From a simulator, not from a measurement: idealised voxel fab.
process module | voxel plated lines
cross-section cut | 210 nm wide | cells 5 nm
A cross-section is a grid of square cells, given in bands from the top down. A band is one or more rows of cells.
Each band's line starts with the height of the band's top and of its bottom, in nm. Then come its materials from left to right, each with its width in nm. One material with "throughout" fills the band from edge to edge. "air" is empty space.
Height 0 is the level under which the wafer as received is all one material. The lowest band goes on downwards, as in "0 down".
A width such as "30 to 40" changes by the same amount from each row of cells to the next, from the band's top row to its bottom row.
"no change" after a step means that no cell of the cross-section changed.
closed voids: empty space of 8 cells or more with no open way to the top, each as width x height at its distance from the left edge, in nm
after a step's settings: what the simulator itself notes on the step
overlay nm, on a step with a mask: how far to the right of its planned place the mask lay; to the left if negative
plan
1 op RECEIVE | material Si
2 op CONFORMAL_DEP | material Al2O3 | thk nm 10
3 op DIRECTIONAL_DEP | material TiN | thk nm 5
4 op PATTERN | tone open | mask id LINES | material resist | width nm 25 | pitch nm 40 | thk nm 40 | overlay nm 0
5 op EPI | material Ru | thk nm 10
6 op EPI | material Ru | thk nm 10
7 op EPI | material Ru | thk nm 10
8 op STRIP | etch materials resist
9 op DIRECTIONAL_ETCH | etch materials TiN | depth nm 5
10 op CONFORMAL_DEP | material SiN | thk nm 10
as received, after step 1
  0 down: Si throughout
  closed voids: none
a wafer at the end: this start, this plan, one mistake
  55 to 45: air 60 | SiN 85 | air 65
  45 to 20: air 60 | SiN 10 | Ru 25 | SiN 15 | Ru 25 | SiN 10 | air 65
  20 to 15: SiN 70 | Ru 25 | SiN 15 | Ru 25 | SiN 75
  15 to 10: SiN 70 | TiN 25 | SiN 15 | TiN 25 | SiN 75
  10 to 0: Ru throughout
  0 down: Si throughout
  closed voids: none
what went wrong: step 2 ran as: op CONFORMAL_DEP | material Ru | thk nm 10
